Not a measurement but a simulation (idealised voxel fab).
This section sets out a process module, namely voxel self aligned vias.
The cross-section shown here is cut; it is 150 nm wide and divided into square cells measuring 5 nm on a side.
Throughout this document, each cross-section is represented as a grid of square cells and is presented as a sequence of bands enumerated from the top downward, where a band comprises one or more rows of cells.
Heights first: top, then bottom, in nm. Then materials, left to right, each with a width in nm. "full width" on a single material: fills the band edge to edge. "empty": empty space.
All heights in this document are referenced to 0, defined as the level beneath which the wafer, as received, consists entirely of one material. The lowest band is not bounded below; it extends indefinitely downward and is written in the form "0..down".
The notation "30..40" denotes a width that varies across the rows of cells in the band, beginning at the first number in the top row, finishing at the second number in the bottom row, and changing by an identical amount from each row to the next.
"no modification" after a step means that no cell of the cross-section changed.
The label "Entrapped voids" introduces a list of the empty spaces, 8 cells or larger, that have no open way up to the top; each entry in it reads width x height at distance, where the distance is taken from the left edge and all three are stated in nm.
Whatever follows a step's settings on its line is a remark the simulator itself makes about that step.
On any step carrying a mask, the "overlay nm" setting, if present on the step's line, tells how far right of its planned place the mask lay; negative values point to the left.
What follows is a series of pairs. Each pair shows a cross-section before one process step and the cross-section after it, and the after view is drawn only down to the lowest band that changed. Beneath each pair is the step that lies between the two, with its settings. Pairs may come from different runs of this module on the same starting wafer, so a pair continues from the one above it only where its entry headed "Pre-step geometry" says so.

# Pre-step geometry
	0..down  Si full width
	Entrapped voids: none

# After the Step
	10..0  SiO2 full width
	Below 0, the layers are the same as they were.
	Entrapped voids: none
What process step lies between the two cross-sections above? CONFORMAL_DEP [material SiO2] [thk nm 10]

Pre-step geometry: as in the pair right above, post-step view.

# After the Step
	15..10  SiCN full width
	Below 10, the layers are the same as they were.
	Entrapped voids: none
What process step lies between the two cross-sections above? CONFORMAL_DEP [material SiCN] [thk nm 5]

Pre-step geometry: as in the pair right above, post-step view.

# After the Step
	35..15  lowk full width
	Below 15, the layers are the same as they were.
	Entrapped voids: none
What process step lies between the two cross-sections above? DIRECTIONAL_DEP [material lowk] [thk nm 20]

Pre-step geometry: as in the pair right above, post-step view.

# After the Step
	50..35  aC full width
	Below 35, the layers are the same as they were.
	Entrapped voids: none
What process step lies between the two cross-sections above? DIRECTIONAL_DEP [material aC] [thk nm 15]

Pre-step geometry: as in the pair right above, post-step view.

# After the Step
	80..50  resist: 25 | empty: 30 | resist: 35 | empty: 30 | resist: 30
	Below 50, the layers are the same as they were.
	Entrapped voids: none
What process step lies between the two cross-sections above? PATTERN [tone open] [mask id LINES] [material resist] [width nm 30] [pitch nm 65] [thk nm 30] [overlay nm 0]

Pre-step geometry: as in the pair right above, post-step view.

# After the Step
	65..50  resist: 25 | empty: 30 | resist: 35 | empty: 30 | resist: 30
	50..35  aC: 25 | empty: 30 | aC: 35 | empty: 30 | aC: 30
	Below 35, the layers are the same as they were.
	Entrapped voids: none
What process step lies between the two cross-sections above? DIRECTIONAL_ETCH [etch materials aC] [depth nm 15]

Pre-step geometry: as in the pair right above, post-step view.

# After the Step
	50..35  aC: 25 | empty: 30 | aC: 35 | empty: 30 | aC: 30
	Below 35, the layers are the same as they were.
	Entrapped voids: none
What process step lies between the two cross-sections above? STRIP [etch materials resist]

Pre-step geometry: as in the pair right above, post-step view.

# After the Step
	50..35  aC: 25 | empty: 30 | aC: 35 | empty: 30 | aC: 30
	35..15  lowk: 25 | empty: 30 | lowk: 35 | empty: 30 | lowk: 30
	Below 15, the layers are the same as they were.
	Entrapped voids: none
What process step lies between the two cross-sections above? DIRECTIONAL_ETCH [etch materials lowk] [depth nm 20]

Pre-step geometry: as in the pair right above, post-step view.

# After the Step
	35..15  lowk: 25 | empty: 30 | lowk: 35 | empty: 30 | lowk: 30
	Below 15, the layers are the same as they were.
	Entrapped voids: none
What process step lies between the two cross-sections above? STRIP [etch materials aC]

Pre-step geometry: as in the pair right above, post-step view.

# After the Step
	40..35  TiN: 30 | empty: 20 | TiN: 45 | empty: 20 | TiN: 35
	35..20  lowk: 25 | TiN: 5 | empty: 20 | TiN: 5 | lowk: 35 | TiN: 5 | empty: 20 | TiN: 5 | lowk: 30
	20..15  lowk: 25 | TiN: 30 | lowk: 35 | TiN: 30 | lowk: 30
	Below 15, the layers are the same as they were.
	Entrapped voids: none
What process step lies between the two cross-sections above? CONFORMAL_DEP [material TiN] [thk nm 5]

Pre-step geometry: as in the pair right above, post-step view.

# After the Step
	50..40  Ru full width
	40..35  TiN: 30 | Ru: 20 | TiN: 45 | Ru: 20 | TiN: 35
	35..20  lowk: 25 | TiN: 5 | Ru: 20 | TiN: 5 | lowk: 35 | TiN: 5 | Ru: 20 | TiN: 5 | lowk: 30
	Below 20, the layers are the same as they were.
	Entrapped voids: none
What process step lies between the two cross-sections above? FILL_DEP [material Ru] [thk nm 10]

Pre-step geometry: as in the pair right above, post-step view.

# After the Step
	35..20  lowk: 25 | TiN: 5 | Ru: 20 | TiN: 5 | lowk: 35 | TiN: 5 | Ru: 20 | TiN: 5 | lowk: 30
	Below 20, the layers are the same as they were.
	Entrapped voids: none
What process step lies between the two cross-sections above? CMP [height nm 35]

Pre-step geometry: as in the pair right above, post-step view.

# After the Step
	35..25  lowk: 25 | empty: 30 | lowk: 35 | empty: 30 | lowk: 30
	Below 25, the layers are the same as they were.
	Entrapped voids: none
What process step lies between the two cross-sections above? SELECTIVE_ETCH [etch materials W Ru TiN] [depth nm 10]

Pre-step geometry: as in the pair right above, post-step view.

# After the Step
	45..35  SiN full width
	35..25  lowk: 25 | SiN: 30 | lowk: 35 | SiN: 30 | lowk: 30
	Below 25, the layers are the same as they were.
	Entrapped voids: none
What process step lies between the two cross-sections above? FILL_DEP [material SiN] [thk nm 10]

Pre-step geometry: as in the pair right above, post-step view.

# After the Step
	35..25  lowk: 25 | SiN: 30 | lowk: 35 | SiN: 30 | lowk: 30
	Below 25, the layers are the same as they were.
	Entrapped voids: none
What process step lies between the two cross-sections above? CMP [height nm 35]

Pre-step geometry: as in the pair right above, post-step view.

# After the Step
	55..35  lowk full width
	Below 35, the layers are the same as they were.
	Entrapped voids: none
What process step lies between the two cross-sections above? DIRECTIONAL_DEP [material lowk] [thk nm 20]

Pre-step geometry: as in the pair right above, post-step view.

# After the Step
	75..55  resist: 20 | empty: 40 | resist: 90
	Below 55, the layers are the same as they were.
	Entrapped voids: none
What process step lies between the two cross-sections above? PATTERN [tone open] [mask id VIAS] [material resist] [width nm 40] [thk nm 20] [overlay nm 0]

Pre-step geometry: as in the pair right above, post-step view.

# After the Step
	75..55  resist: 20 | empty: 40 | resist: 90
	55..35  lowk: 20 | empty: 40 | lowk: 90
	Below 35, the layers are the same as they were.
	Entrapped voids: none
What process step lies between the two cross-sections above? DIRECTIONAL_ETCH [etch materials lowk] [depth nm 20]

Pre-step geometry: as in the pair right above, post-step view.

# After the Step
	75..55  resist: 20 | empty: 40 | resist: 90
	55..35  lowk: 20 | empty: 40 | lowk: 90
	35..25  lowk: 25 | empty: 30 | lowk: 35 | SiN: 30 | lowk: 30
	Below 25, the layers are the same as they were.
	Entrapped voids: none
What process step lies between the two cross-sections above? DIRECTIONAL_ETCH [etch materials SiN] [depth nm 10]

Pre-step geometry: as in the pair right above, post-step view.

# After the Step
	55..35  lowk: 20 | empty: 40 | lowk: 90
	Below 35, the layers are the same as they were.
	Entrapped voids: none
What process step lies between the two cross-sections above? STRIP [etch materials resist]

Pre-step geometry: as in the pair right above, post-step view.

# After the Step
	60..55  TiN: 25 | empty: 30 | TiN: 95
	55..40  lowk: 20 | TiN: 5 | empty: 30 | TiN: 5 | lowk: 90
	40..35  lowk: 20 | TiN: 10 | empty: 20 | TiN: 10 | lowk: 90
	35..30  lowk: 25 | TiN: 5 | empty: 20 | TiN: 5 | lowk: 35 | SiN: 30 | lowk: 30
	30..25  lowk: 25 | TiN: 30 | lowk: 35 | SiN: 30 | lowk: 30
	Below 25, the layers are the same as they were.
	Entrapped voids: none
What process step lies between the two cross-sections above? CONFORMAL_DEP [material TiN] [thk nm 5]

Pre-step geometry: as in the pair right above, post-step view.

# After the Step
	70..60  Ru full width
	60..55  TiN: 25 | Ru: 30 | TiN: 95
	55..40  lowk: 20 | TiN: 5 | Ru: 30 | TiN: 5 | lowk: 90
	40..35  lowk: 20 | TiN: 10 | Ru: 20 | TiN: 10 | lowk: 90
	35..30  lowk: 25 | TiN: 5 | Ru: 20 | TiN: 5 | lowk: 35 | SiN: 30 | lowk: 30
	Below 30, the layers are the same as they were.
	Entrapped voids: none
What process step lies between the two cross-sections above? FILL_DEP [material Ru] [thk nm 10]

Pre-step geometry: as in the pair right above, post-step view.

# After the Step
	55..40  lowk: 20 | TiN: 5 | Ru: 30 | TiN: 5 | lowk: 90
	Below 40, the layers are the same as they were.
	Entrapped voids: none
What process step lies between the two cross-sections above? CMP [height nm 55]

Pre-step geometry: as in the pair right above, post-step view.

# After the Step
	60..55  SiN full width
	Below 55, the layers are the same as they were.
	Entrapped voids: none
What process step lies between the two cross-sections above? CONFORMAL_DEP [material SiN] [thk nm 5]

# Pre-step geometry
	10..0  SiO2 full width
	0..down  Si full width
	Entrapped voids: none

# After the Step
	30..10  lowk full width
	Below 10, the layers are the same as they were.
	Entrapped voids: none
What process step lies between the two cross-sections above? DIRECTIONAL_DEP [material lowk] [thk nm 20]

Pre-step geometry: as in the pair right above, post-step view.

# After the Step
	45..30  aC full width
	Below 30, the layers are the same as they were.
	Entrapped voids: none
What process step lies between the two cross-sections above? DIRECTIONAL_DEP [material aC] [thk nm 15]

Pre-step geometry: as in the pair right above, post-step view.

# After the Step
	75..45  resist: 25 | empty: 30 | resist: 35 | empty: 30 | resist: 30
	Below 45, the layers are the same as they were.
	Entrapped voids: none
What process step lies between the two cross-sections above? PATTERN [tone open] [mask id LINES] [material resist] [width nm 30] [pitch nm 65] [thk nm 30] [overlay nm 0]

Pre-step geometry: as in the pair right above, post-step view.

# After the Step
	60..45  resist: 25 | empty: 30 | resist: 35 | empty: 30 | resist: 30
	45..30  aC: 25 | empty: 30 | aC: 35 | empty: 30 | aC: 30
	Below 30, the layers are the same as they were.
	Entrapped voids: none
What process step lies between the two cross-sections above? DIRECTIONAL_ETCH [etch materials aC] [depth nm 15]

Pre-step geometry: as in the pair right above, post-step view.

# After the Step
	45..30  aC: 25 | empty: 30 | aC: 35 | empty: 30 | aC: 30
	Below 30, the layers are the same as they were.
	Entrapped voids: none
What process step lies between the two cross-sections above? STRIP [etch materials resist]

Pre-step geometry: as in the pair right above, post-step view.

# After the Step
	45..30  aC: 25 | empty: 30 | aC: 35 | empty: 30 | aC: 30
	30..10  lowk: 25 | empty: 30 | lowk: 35 | empty: 30 | lowk: 30
	Below 10, the layers are the same as they were.
	Entrapped voids: none
What process step lies between the two cross-sections above? DIRECTIONAL_ETCH [etch materials lowk] [depth nm 20]

Pre-step geometry: as in the pair right above, post-step view.

# After the Step
	30..10  lowk: 25 | empty: 30 | lowk: 35 | empty: 30 | lowk: 30
	Below 10, the layers are the same as they were.
	Entrapped voids: none
What process step lies between the two cross-sections above? STRIP [etch materials aC]

Pre-step geometry: as in the pair right above, post-step view.

# After the Step
	35..30  TiN: 30 | empty: 20 | TiN: 45 | empty: 20 | TiN: 35
	30..15  lowk: 25 | TiN: 5 | empty: 20 | TiN: 5 | lowk: 35 | TiN: 5 | empty: 20 | TiN: 5 | lowk: 30
	15..10  lowk: 25 | TiN: 30 | lowk: 35 | TiN: 30 | lowk: 30
	Below 10, the layers are the same as they were.
	Entrapped voids: none
What process step lies between the two cross-sections above? CONFORMAL_DEP [material TiN] [thk nm 5]

Pre-step geometry: as in the pair right above, post-step view.

# After the Step
	45..35  Ru full width
	35..30  TiN: 30 | Ru: 20 | TiN: 45 | Ru: 20 | TiN: 35
	30..15  lowk: 25 | TiN: 5 | Ru: 20 | TiN: 5 | lowk: 35 | TiN: 5 | Ru: 20 | TiN: 5 | lowk: 30
	Below 15, the layers are the same as they were.
	Entrapped voids: none
What process step lies between the two cross-sections above? FILL_DEP [material Ru] [thk nm 10]

Pre-step geometry: as in the pair right above, post-step view.

# After the Step
	35..30  TiN: 30 | Ru: 20 | TiN: 45 | Ru: 20 | TiN: 35
	Below 30, the layers are the same as they were.
	Entrapped voids: none
What process step lies between the two cross-sections above? CMP [height nm 35]

Pre-step geometry: as in the pair right above, post-step view.

# After the Step
	30..25  lowk: 25 | empty: 30 | lowk: 35 | empty: 30 | lowk: 30
	Below 25, the layers are the same as they were.
	Entrapped voids: none
What process step lies between the two cross-sections above? SELECTIVE_ETCH [etch materials W Ru TiN] [depth nm 10]

Pre-step geometry: as in the pair right above, post-step view.

# After the Step
	40..30  SiN full width
	30..25  lowk: 25 | SiN: 30 | lowk: 35 | SiN: 30 | lowk: 30
	Below 25, the layers are the same as they were.
	Entrapped voids: none
What process step lies between the two cross-sections above? FILL_DEP [material SiN] [thk nm 10]

Pre-step geometry: as in the pair right above, post-step view.

# After the Step
	35..30  SiN full width
	Below 30, the layers are the same as they were.
	Entrapped voids: none
What process step lies between the two cross-sections above? CMP [height nm 35]

Pre-step geometry: as in the pair right above, post-step view.

# After the Step
	55..35  lowk full width
	Below 35, the layers are the same as they were.
	Entrapped voids: none
What process step lies between the two cross-sections above? DIRECTIONAL_DEP [material lowk] [thk nm 20]

Pre-step geometry: as in the pair right above, post-step view.

# After the Step
	75..55  resist: 20 | empty: 40 | resist: 90
	Below 55, the layers are the same as they were.
	Entrapped voids: none
What process step lies between the two cross-sections above? PATTERN [tone open] [mask id VIAS] [material resist] [width nm 40] [thk nm 20] [overlay nm 0]

Pre-step geometry: as in the pair right above, post-step view.

# After the Step
	75..55  resist: 20 | empty: 40 | resist: 90
	55..35  lowk: 20 | empty: 40 | lowk: 90
	Below 35, the layers are the same as they were.
	Entrapped voids: none
What process step lies between the two cross-sections above? DIRECTIONAL_ETCH [etch materials lowk] [depth nm 20]

Pre-step geometry: as in the pair right above, post-step view.

# After the Step
	75..55  resist: 20 | empty: 40 | resist: 90
	55..35  lowk: 20 | empty: 40 | lowk: 90
	35..30  SiN: 20 | empty: 40 | SiN: 90
	30..25  lowk: 25 | empty: 30 | lowk: 35 | SiN: 30 | lowk: 30
	Below 25, the layers are the same as they were.
	Entrapped voids: none
What process step lies between the two cross-sections above? DIRECTIONAL_ETCH [etch materials SiN] [depth nm 10]

Pre-step geometry: as in the pair right above, post-step view.

# After the Step
	55..35  lowk: 20 | empty: 40 | lowk: 90
	Below 35, the layers are the same as they were.
	Entrapped voids: none
What process step lies between the two cross-sections above? STRIP [etch materials resist]

Pre-step geometry: as in the pair right above, post-step view.

# After the Step
	60..55  TiN: 25 | empty: 30 | TiN: 95
	55..35  lowk: 20 | TiN: 5 | empty: 30 | TiN: 5 | lowk: 90
	35..30  SiN: 20 | TiN: 10 | empty: 20 | TiN: 10 | SiN: 90
	30..25  lowk: 25 | TiN: 30 | lowk: 35 | SiN: 30 | lowk: 30
	Below 25, the layers are the same as they were.
	Entrapped voids: none
What process step lies between the two cross-sections above? CONFORMAL_DEP [material TiN] [thk nm 5]

Pre-step geometry: as in the pair right above, post-step view.

# After the Step
	70..60  Ru full width
	60..55  TiN: 25 | Ru: 30 | TiN: 95
	55..35  lowk: 20 | TiN: 5 | Ru: 30 | TiN: 5 | lowk: 90
	35..30  SiN: 20 | TiN: 10 | Ru: 20 | TiN: 10 | SiN: 90
	Below 30, the layers are the same as they were.
	Entrapped voids: none
What process step lies between the two cross-sections above? FILL_DEP [material Ru] [thk nm 10]

Pre-step geometry: as in the pair right above, post-step view.

# After the Step
	55..35  lowk: 20 | TiN: 5 | Ru: 30 | TiN: 5 | lowk: 90
	Below 35, the layers are the same as they were.
	Entrapped voids: none
What process step lies between the two cross-sections above? CMP [height nm 55]

Pre-step geometry: as in the pair right above, post-step view.

# After the Step
	60..55  SiN full width
	Below 55, the layers are the same as they were.
	Entrapped voids: none
What process step lies between the two cross-sections above? CONFORMAL_DEP [material SiN] [thk nm 5]

# Pre-step geometry
	75..55  resist: 20 | empty: 40 | resist: 90
	55..35  lowk: 20 | empty: 40 | lowk: 90
	35..25  lowk: 25 | SiN: 30 | lowk: 35 | SiN: 30 | lowk: 30
	25..20  lowk: 25 | TiN: 5 | Ru: 20 | TiN: 5 | lowk: 35 | TiN: 5 | Ru: 20 | TiN: 5 | lowk: 30
	20..15  lowk: 25 | TiN: 30 | lowk: 35 | TiN: 30 | lowk: 30
	15..10  SiCN full width
	10..0  SiO2 full width
	0..down  Si full width
	Entrapped voids: none

# After the Step
	75..55  resist: 20 | empty: 40 | resist: 90
	55..35  lowk: 20 | empty: 40 | lowk: 90
	35..25  lowk: 20 | empty: 5 | SiN: 30 | empty: 5 | lowk: 30 | SiN: 30 | lowk: 30
	25..20  lowk: 20 | empty: 5 | TiN: 5 | Ru: 20 | TiN: 5 | empty: 5 | lowk: 30 | TiN: 5 | Ru: 20 | TiN: 5 | lowk: 30
	20..15  lowk: 20 | empty: 5 | TiN: 30 | empty: 5 | lowk: 30 | TiN: 30 | lowk: 30
	Below 15, the layers are the same as they were.
	Entrapped voids: none
What process step lies between the two cross-sections above? DIRECTIONAL_ETCH [etch materials lowk] [depth nm 20]

Pre-step geometry: as in the pair right above, post-step view.

# After the Step
	75..55  resist: 20 | empty: 40 | resist: 90
	55..35  lowk: 20 | empty: 40 | lowk: 90
	35..25  lowk: 20 | empty: 40 | lowk: 30 | SiN: 30 | lowk: 30
	Below 25, the layers are the same as they were.
	Entrapped voids: none
What process step lies between the two cross-sections above? DIRECTIONAL_ETCH [etch materials SiN] [depth nm 10]

Pre-step geometry: as in the pair right above, post-step view.

# After the Step
	55..35  lowk: 20 | empty: 40 | lowk: 90
	Below 35, the layers are the same as they were.
	Entrapped voids: none
What process step lies between the two cross-sections above? STRIP [etch materials resist]

Pre-step geometry: as in the pair right above, post-step view.

# After the Step
	60..55  TiN: 25 | empty: 30 | TiN: 95
	55..35  lowk: 20 | TiN: 5 | empty: 30 | TiN: 5 | lowk: 90
	35..30  lowk: 20 | TiN: 5 | empty: 30 | TiN: 5 | lowk: 30 | SiN: 30 | lowk: 30
	30..25  lowk: 20 | TiN: 40 | lowk: 30 | SiN: 30 | lowk: 30
	25..20  lowk: 20 | TiN: 10 | Ru: 20 | TiN: 10 | lowk: 30 | TiN: 5 | Ru: 20 | TiN: 5 | lowk: 30
	20..15  lowk: 20 | TiN: 40 | lowk: 30 | TiN: 30 | lowk: 30
	Below 15, the layers are the same as they were.
	Entrapped voids: none
What process step lies between the two cross-sections above? CONFORMAL_DEP [material TiN] [thk nm 5]

Pre-step geometry: as in the pair right above, post-step view.

# After the Step
	70..60  Ru full width
	60..55  TiN: 25 | Ru: 30 | TiN: 95
	55..35  lowk: 20 | TiN: 5 | Ru: 30 | TiN: 5 | lowk: 90
	35..30  lowk: 20 | TiN: 5 | Ru: 30 | TiN: 5 | lowk: 30 | SiN: 30 | lowk: 30
	Below 30, the layers are the same as they were.
	Entrapped voids: none
What process step lies between the two cross-sections above? FILL_DEP [material Ru] [thk nm 10]

Pre-step geometry: as in the pair right above, post-step view.

# After the Step
	55..35  lowk: 20 | TiN: 5 | Ru: 30 | TiN: 5 | lowk: 90
	Below 35, the layers are the same as they were.
	Entrapped voids: none
What process step lies between the two cross-sections above? CMP [height nm 55]

Pre-step geometry: as in the pair right above, post-step view.

# After the Step
	60..55  SiN full width
	Below 55, the layers are the same as they were.
	Entrapped voids: none
What process step lies between the two cross-sections above? CONFORMAL_DEP [material SiN] [thk nm 5]

# Pre-step geometry
	30..10  lowk full width
	10..0  SiO2 full width
	0..down  Si full width
	Entrapped voids: none

# After the Step
	35..30  SiCN full width
	Below 30, the layers are the same as they were.
	Entrapped voids: none
What process step lies between the two cross-sections above? CONFORMAL_DEP [material SiCN] [thk nm 5]

Pre-step geometry: as in the pair right above, post-step view.

# After the Step
	50..35  aC full width
	Below 35, the layers are the same as they were.
	Entrapped voids: none
What process step lies between the two cross-sections above? DIRECTIONAL_DEP [material aC] [thk nm 15]

Pre-step geometry: as in the pair right above, post-step view.

# After the Step
	80..50  resist: 25 | empty: 30 | resist: 35 | empty: 30 | resist: 30
	Below 50, the layers are the same as they were.
	Entrapped voids: none
What process step lies between the two cross-sections above? PATTERN [tone open] [mask id LINES] [material resist] [width nm 30] [pitch nm 65] [thk nm 30] [overlay nm 0]

Pre-step geometry: as in the pair right above, post-step view.

# After the Step
	65..50  resist: 25 | empty: 30 | resist: 35 | empty: 30 | resist: 30
	50..35  aC: 25 | empty: 30 | aC: 35 | empty: 30 | aC: 30
	Below 35, the layers are the same as they were.
	Entrapped voids: none
What process step lies between the two cross-sections above? DIRECTIONAL_ETCH [etch materials aC] [depth nm 15]

Pre-step geometry: as in the pair right above, post-step view.

# After the Step
	50..35  aC: 25 | empty: 30 | aC: 35 | empty: 30 | aC: 30
	Below 35, the layers are the same as they were.
	Entrapped voids: none
What process step lies between the two cross-sections above? STRIP [etch materials resist]

Pre-step geometry: as in the pair right above, post-step view.

# After the Step
	35..30  SiCN full width
	Below 30, the layers are the same as they were.
	Entrapped voids: none
What process step lies between the two cross-sections above? STRIP [etch materials aC]

Pre-step geometry: as in the pair right above, post-step view.

# After the Step
	40..35  TiN full width
	Below 35, the layers are the same as they were.
	Entrapped voids: none
What process step lies between the two cross-sections above? CONFORMAL_DEP [material TiN] [thk nm 5]

Pre-step geometry: as in the pair right above, post-step view.

# After the Step
	50..40  Ru full width
	Below 40, the layers are the same as they were.
	Entrapped voids: none
What process step lies between the two cross-sections above? FILL_DEP [material Ru] [thk nm 10]

Pre-step geometry: as in the pair right above, post-step view.

# After the Step
	35..30  SiCN full width
	Below 30, the layers are the same as they were.
	Entrapped voids: none
What process step lies between the two cross-sections above? CMP [height nm 35]

Pre-step geometry: as in the pair right above, post-step view.

# After the Step
	45..35  SiN full width
	Below 35, the layers are the same as they were.
	Entrapped voids: none
What process step lies between the two cross-sections above? FILL_DEP [material SiN] [thk nm 10]

Pre-step geometry: as in the pair right above, post-step view.

# After the Step
	35..30  SiCN full width
	Below 30, the layers are the same as they were.
	Entrapped voids: none
What process step lies between the two cross-sections above? CMP [height nm 35]

Pre-step geometry: as in the pair right above, post-step view.

# After the Step
	55..35  lowk full width
	Below 35, the layers are the same as they were.
	Entrapped voids: none
What process step lies between the two cross-sections above? DIRECTIONAL_DEP [material lowk] [thk nm 20]

Pre-step geometry: as in the pair right above, post-step view.

# After the Step
	75..55  resist: 20 | empty: 40 | resist: 90
	Below 55, the layers are the same as they were.
	Entrapped voids: none
What process step lies between the two cross-sections above? PATTERN [tone open] [mask id VIAS] [material resist] [width nm 40] [thk nm 20] [overlay nm 0]

Pre-step geometry: as in the pair right above, post-step view.

# After the Step
	75..55  resist: 20 | empty: 40 | resist: 90
	55..35  lowk: 20 | empty: 40 | lowk: 90
	Below 35, the layers are the same as they were.
	Entrapped voids: none
What process step lies between the two cross-sections above? DIRECTIONAL_ETCH [etch materials lowk] [depth nm 20]

Pre-step geometry: as in the pair right above, post-step view.

# After the Step
	55..35  lowk: 20 | empty: 40 | lowk: 90
	Below 35, the layers are the same as they were.
	Entrapped voids: none
What process step lies between the two cross-sections above? STRIP [etch materials resist]

Pre-step geometry: as in the pair right above, post-step view.

# After the Step
	60..55  TiN: 25 | empty: 30 | TiN: 95
	55..40  lowk: 20 | TiN: 5 | empty: 30 | TiN: 5 | lowk: 90
	40..35  lowk: 20 | TiN: 40 | lowk: 90
	Below 35, the layers are the same as they were.
	Entrapped voids: none
What process step lies between the two cross-sections above? CONFORMAL_DEP [material TiN] [thk nm 5]

Pre-step geometry: as in the pair right above, post-step view.

# After the Step
	70..60  Ru full width
	60..55  TiN: 25 | Ru: 30 | TiN: 95
	55..40  lowk: 20 | TiN: 5 | Ru: 30 | TiN: 5 | lowk: 90
	Below 40, the layers are the same as they were.
	Entrapped voids: none
What process step lies between the two cross-sections above? FILL_DEP [material Ru] [thk nm 10]

Pre-step geometry: as in the pair right above, post-step view.

# After the Step
	55..40  lowk: 20 | TiN: 5 | Ru: 30 | TiN: 5 | lowk: 90
	Below 40, the layers are the same as they were.
	Entrapped voids: none
What process step lies between the two cross-sections above? CMP [height nm 55]

Pre-step geometry: as in the pair right above, post-step view.

# After the Step
	60..55  SiN full width
	Below 55, the layers are the same as they were.
	Entrapped voids: none
What process step lies between the two cross-sections above? CONFORMAL_DEP [material SiN] [thk nm 5]

# Pre-step geometry
	35..25  lowk: 25 | SiN: 30 | lowk: 35 | SiN: 30 | lowk: 30
	25..20  lowk: 25 | TiN: 5 | Ru: 20 | TiN: 5 | lowk: 35 | TiN: 5 | Ru: 20 | TiN: 5 | lowk: 30
	20..15  lowk: 25 | TiN: 30 | lowk: 35 | TiN: 30 | lowk: 30
	15..10  SiCN full width
	10..0  SiO2 full width
	0..down  Si full width
	Entrapped voids: none

# After the Step
	45..35  lowk full width
	Below 35, the layers are the same as they were.
	Entrapped voids: none
What process step lies between the two cross-sections above? DIRECTIONAL_DEP [material lowk] [thk nm 10]

Pre-step geometry: as in the pair right above, post-step view.

# After the Step
	65..45  resist: 20 | empty: 40 | resist: 90
	Below 45, the layers are the same as they were.
	Entrapped voids: none
What process step lies between the two cross-sections above? PATTERN [tone open] [mask id VIAS] [material resist] [width nm 40] [thk nm 20] [overlay nm 0]

Pre-step geometry: as in the pair right above, post-step view.

# After the Step
	65..45  resist: 20 | empty: 40 | resist: 90
	45..35  lowk: 20 | empty: 40 | lowk: 90
	35..25  lowk: 20 | empty: 5 | SiN: 30 | empty: 5 | lowk: 30 | SiN: 30 | lowk: 30
	Below 25, the layers are the same as they were.
	Entrapped voids: none
What process step lies between the two cross-sections above? DIRECTIONAL_ETCH [etch materials lowk] [depth nm 20]

Pre-step geometry: as in the pair right above, post-step view.

# After the Step
	65..45  resist: 20 | empty: 40 | resist: 90
	45..35  lowk: 20 | empty: 40 | lowk: 90
	35..25  lowk: 20 | empty: 40 | lowk: 30 | SiN: 30 | lowk: 30
	Below 25, the layers are the same as they were.
	Entrapped voids: none
What process step lies between the two cross-sections above? DIRECTIONAL_ETCH [etch materials SiN] [depth nm 10]

Pre-step geometry: as in the pair right above, post-step view.

# After the Step
	45..35  lowk: 20 | empty: 40 | lowk: 90
	Below 35, the layers are the same as they were.
	Entrapped voids: none
What process step lies between the two cross-sections above? STRIP [etch materials resist]

Pre-step geometry: as in the pair right above, post-step view.

# After the Step
	50..45  TiN: 25 | empty: 30 | TiN: 95
	45..35  lowk: 20 | TiN: 5 | empty: 30 | TiN: 5 | lowk: 90
	35..30  lowk: 20 | TiN: 5 | empty: 30 | TiN: 5 | lowk: 30 | SiN: 30 | lowk: 30
	30..25  lowk: 20 | TiN: 40 | lowk: 30 | SiN: 30 | lowk: 30
	Below 25, the layers are the same as they were.
	Entrapped voids: none
What process step lies between the two cross-sections above? CONFORMAL_DEP [material TiN] [thk nm 5]

Pre-step geometry: as in the pair right above, post-step view.

# After the Step
	60..50  Ru full width
	50..45  TiN: 25 | Ru: 30 | TiN: 95
	45..35  lowk: 20 | TiN: 5 | Ru: 30 | TiN: 5 | lowk: 90
	35..30  lowk: 20 | TiN: 5 | Ru: 30 | TiN: 5 | lowk: 30 | SiN: 30 | lowk: 30
	Below 30, the layers are the same as they were.
	Entrapped voids: none
What process step lies between the two cross-sections above? FILL_DEP [material Ru] [thk nm 10]

Pre-step geometry: as in the pair right above, post-step view.

# After the Step
	55..50  Ru full width
	Below 50, the layers are the same as they were.
	Entrapped voids: none
What process step lies between the two cross-sections above? CMP [height nm 55]

Pre-step geometry: as in the pair right above, post-step view.

# After the Step
	60..55  SiN full width
	Below 55, the layers are the same as they were.
	Entrapped voids: none
What process step lies between the two cross-sections above? CONFORMAL_DEP [material SiN] [thk nm 5]

# Pre-step geometry
	50..35  aC full width
	35..15  lowk full width
	15..10  SiCN full width
	10..0  SiO2 full width
	0..down  Si full width
	Entrapped voids: none

# After the Step
	80..50  resist: 25 | empty: 35 | resist: 30 | empty: 35 | resist: 25
	Below 50, the layers are the same as they were.
	Entrapped voids: none
What process step lies between the two cross-sections above? PATTERN [tone open] [mask id LINES] [material resist] [width nm 35] [pitch nm 65] [thk nm 30] [overlay nm 0]

Pre-step geometry: as in the pair right above, post-step view.

# After the Step
	65..50  resist: 25 | empty: 35 | resist: 30 | empty: 35 | resist: 25
	50..35  aC: 25 | empty: 35 | aC: 30 | empty: 35 | aC: 25
	Below 35, the layers are the same as they were.
	Entrapped voids: none
What process step lies between the two cross-sections above? DIRECTIONAL_ETCH [etch materials aC] [depth nm 15]

Pre-step geometry: as in the pair right above, post-step view.

# After the Step
	50..35  aC: 25 | empty: 35 | aC: 30 | empty: 35 | aC: 25
	Below 35, the layers are the same as they were.
	Entrapped voids: none
What process step lies between the two cross-sections above? STRIP [etch materials resist]

Pre-step geometry: as in the pair right above, post-step view.

# After the Step
	50..35  aC: 25 | empty: 35 | aC: 30 | empty: 35 | aC: 25
	35..15  lowk: 25 | empty: 35 | lowk: 30 | empty: 35 | lowk: 25
	Below 15, the layers are the same as they were.
	Entrapped voids: none
What process step lies between the two cross-sections above? DIRECTIONAL_ETCH [etch materials lowk] [depth nm 20]

Pre-step geometry: as in the pair right above, post-step view.

# After the Step
	35..15  lowk: 25 | empty: 35 | lowk: 30 | empty: 35 | lowk: 25
	Below 15, the layers are the same as they were.
	Entrapped voids: none
What process step lies between the two cross-sections above? STRIP [etch materials aC]

Pre-step geometry: as in the pair right above, post-step view.

# After the Step
	40..35  TiN: 30 | empty: 25 | TiN: 40 | empty: 25 | TiN: 30
	35..20  lowk: 25 | TiN: 5 | empty: 25 | TiN: 5 | lowk: 30 | TiN: 5 | empty: 25 | TiN: 5 | lowk: 25
	20..15  lowk: 25 | TiN: 35 | lowk: 30 | TiN: 35 | lowk: 25
	Below 15, the layers are the same as they were.
	Entrapped voids: none
What process step lies between the two cross-sections above? CONFORMAL_DEP [material TiN] [thk nm 5]
